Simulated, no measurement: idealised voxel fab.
process module | voxel self aligned contacts
cross-section cut | 170 nm wide | cells 5 nm
A cross-section is a grid of square cells, given in bands from the top down. A band is one or more rows of cells.
Each band's line starts with the height of the band's top and of its bottom, in nm. Then come its materials from left to right, each with its width in nm. One material with "throughout" fills the band from edge to edge. "air" is empty space.
Height 0 is the level under which the wafer as received is all one material. The lowest band goes on downwards, as in "0 down".
A width such as "30 to 40" changes by the same amount from each row of cells to the next, from the band's top row to its bottom row.
"no change" after a step means that no cell of the cross-section changed.
closed voids: empty space of 8 cells or more with no open way to the top, each as width x height at its distance from the left edge, in nm
after a step's settings: what the simulator itself notes on the step
overlay nm, on a step with a mask: how far to the right of its planned place the mask lay; to the left if negative
plan
1 op RECEIVE | material Si
2 op CONFORMAL_DEP | material SiO2 | thk nm 5
3 op DIRECTIONAL_DEP | material polySi | thk nm 30
4 op DIRECTIONAL_DEP | material SiN | thk nm 20
5 op DIRECTIONAL_DEP | material aC | thk nm 10
6 op PATTERN | tone cover | mask id GATE | material resist | width nm 30 | pitch nm 60 | thk nm 25 | overlay nm 0
7 op DIRECTIONAL_ETCH | etch materials aC | depth nm 10
8 op STRIP | etch materials resist
9 op DIRECTIONAL_ETCH | etch materials SiN | depth nm 20
10 op DIRECTIONAL_ETCH | etch materials polySi | depth nm 30
11 op STRIP | etch materials aC
12 op CONFORMAL_DEP | material SiN | thk nm 5
13 op DIRECTIONAL_ETCH | etch materials SiN | depth nm 5
14 op FILL_DEP | material SiO2 | thk nm 10
15 op CMP | height nm 60
16 op PATTERN | tone open | mask id CONTACT | material resist | width nm 40 | thk nm 15 | overlay nm 0
17 op DIRECTIONAL_ETCH | etch materials SiO2 | depth nm 60
18 op STRIP | etch materials resist
19 op CONFORMAL_DEP | material TiN | thk nm 5
20 op FILL_DEP | material W | thk nm 5
21 op CMP | height nm 60
22 op CONFORMAL_DEP | material SiN | thk nm 5
first wafer, as planned
as received, after step 1
  0 down: Si throughout
  closed voids: none
after step 2
  5 to 0: SiO2 throughout
  below 0: unchanged
after step 3
  35 to 5: polySi throughout
  below 5: unchanged
after step 4
  55 to 35: SiN throughout
  below 35: unchanged
after step 5
  65 to 55: aC throughout
  below 55: unchanged
after step 6
  90 to 65: air 40 | resist 30 | air 30 | resist 30 | air 40
  below 65: unchanged
after step 7
  80 to 65: air 40 | resist 30 | air 30 | resist 30 | air 40
  65 to 55: air 40 | aC 30 | air 30 | aC 30 | air 40
  below 55: unchanged
after step 8
  65 to 55: air 40 | aC 30 | air 30 | aC 30 | air 40
  below 55: unchanged
after step 9
  65 to 55: air 40 | aC 30 | air 30 | aC 30 | air 40
  55 to 35: air 40 | SiN 30 | air 30 | SiN 30 | air 40
  below 35: unchanged
after step 10
  65 to 55: air 40 | aC 30 | air 30 | aC 30 | air 40
  55 to 35: air 40 | SiN 30 | air 30 | SiN 30 | air 40
  35 to 5: air 40 | polySi 30 | air 30 | polySi 30 | air 40
  below 5: unchanged
after step 11
  55 to 35: air 40 | SiN 30 | air 30 | SiN 30 | air 40
  below 35: unchanged
after step 12
  60 to 35: air 35 | SiN 40 | air 20 | SiN 40 | air 35
  35 to 10: air 35 | SiN 5 | polySi 30 | SiN 5 | air 20 | SiN 5 | polySi 30 | SiN 5 | air 35
  10 to 5: SiN 40 | polySi 30 | SiN 30 | polySi 30 | SiN 40
  below 5: unchanged
after step 13
  55 to 35: air 35 | SiN 40 | air 20 | SiN 40 | air 35
  35 to 5: air 35 | SiN 5 | polySi 30 | SiN 5 | air 20 | SiN 5 | polySi 30 | SiN 5 | air 35
  below 5: unchanged
after step 14
  65 to 55: SiO2 throughout
  55 to 35: SiO2 35 | SiN 40 | SiO2 20 | SiN 40 | SiO2 35
  35 to 5: SiO2 35 | SiN 5 | polySi 30 | SiN 5 | SiO2 20 | SiN 5 | polySi 30 | SiN 5 | SiO2 35
  below 5: unchanged
after step 15
  60 to 55: SiO2 throughout
  below 55: unchanged
after step 16
  75 to 60: resist 65 | air 40 | resist 65
  below 60: unchanged
after step 17
  75 to 60: resist 65 | air 40 | resist 65
  60 to 55: SiO2 65 | air 40 | SiO2 65
  55 to 35: SiO2 35 | SiN 40 | air 20 | SiN 40 | SiO2 35
  35 to 5: SiO2 35 | SiN 5 | polySi 30 | SiN 5 | air 20 | SiN 5 | polySi 30 | SiN 5 | SiO2 35
  5 to 0: SiO2 75 | air 20 | SiO2 75
  below 0: unchanged
after step 18
  60 to 55: SiO2 65 | air 40 | SiO2 65
  below 55: unchanged
after step 19
  65 to 60: TiN 70 | air 30 | TiN 70
  60 to 55: SiO2 65 | TiN 15 | air 10 | TiN 15 | SiO2 65
  55 to 35: SiO2 35 | SiN 40 | TiN 5 | air 10 | TiN 5 | SiN 40 | SiO2 35
  35 to 5: SiO2 35 | SiN 5 | polySi 30 | SiN 5 | TiN 5 | air 10 | TiN 5 | SiN 5 | polySi 30 | SiN 5 | SiO2 35
  5 to 0: SiO2 75 | TiN 20 | SiO2 75
  below 0: unchanged
after step 20
  70 to 65: W throughout
  65 to 60: TiN 70 | W 30 | TiN 70
  60 to 55: SiO2 65 | TiN 15 | W 10 | TiN 15 | SiO2 65
  55 to 35: SiO2 35 | SiN 40 | TiN 5 | W 10 | TiN 5 | SiN 40 | SiO2 35
  35 to 5: SiO2 35 | SiN 5 | polySi 30 | SiN 5 | TiN 5 | W 10 | TiN 5 | SiN 5 | polySi 30 | SiN 5 | SiO2 35
  below 5: unchanged
after step 21
  60 to 55: SiO2 65 | TiN 15 | W 10 | TiN 15 | SiO2 65
  below 55: unchanged
after step 22
  65 to 60: SiN throughout
  below 60: unchanged
second wafer: like start, like plan, one mistake. Through step 15 it matches the first wafer
when step 16 should have ended
  75 to 60: air 65 | resist 40 | air 65
  below 60: unchanged
when step 17 should have ended
  75 to 60: air 65 | resist 40 | air 65
  60 to 55: air 65 | SiO2 40 | air 65
  55 to 35: air 35 | SiN 40 | SiO2 20 | SiN 40 | air 35
  35 to 5: air 35 | SiN 5 | polySi 30 | SiN 5 | SiO2 20 | SiN 5 | polySi 30 | SiN 5 | air 35
  5 to 0: air 35 | SiO2 100 | air 35
  below 0: unchanged
when step 18 should have ended
  60 to 55: air 65 | SiO2 40 | air 65
  below 55: unchanged
when step 19 should have ended
  65 to 60: air 60 | TiN 50 | air 60
  60 to 55: air 30 | TiN 35 | SiO2 40 | TiN 35 | air 30
  55 to 35: air 30 | TiN 5 | SiN 40 | SiO2 20 | SiN 40 | TiN 5 | air 30
  35 to 5: air 30 | TiN 5 | SiN 5 | polySi 30 | SiN 5 | SiO2 20 | SiN 5 | polySi 30 | SiN 5 | TiN 5 | air 30
  5 to 0: TiN 35 | SiO2 100 | TiN 35
  below 0: unchanged
when step 20 should have ended
  70 to 65: W throughout
  65 to 60: W 60 | TiN 50 | W 60
  60 to 55: W 30 | TiN 35 | SiO2 40 | TiN 35 | W 30
  55 to 35: W 30 | TiN 5 | SiN 40 | SiO2 20 | SiN 40 | TiN 5 | W 30
  35 to 5: W 30 | TiN 5 | SiN 5 | polySi 30 | SiN 5 | SiO2 20 | SiN 5 | polySi 30 | SiN 5 | TiN 5 | W 30
  below 5: unchanged
when step 21 should have ended
  60 to 55: W 30 | TiN 35 | SiO2 40 | TiN 35 | W 30
  below 55: unchanged
when step 22 should have ended
  65 to 60: SiN throughout
  below 60: unchanged
what went wrong: step 16 ran as: op PATTERN | tone cover | mask id CONTACT | material resist | width nm 40 | thk nm 15 | overlay nm 0
at the end the second wafer has, in cells: 128 fewer of SiO2 | 18 more of TiN | 110 more of W
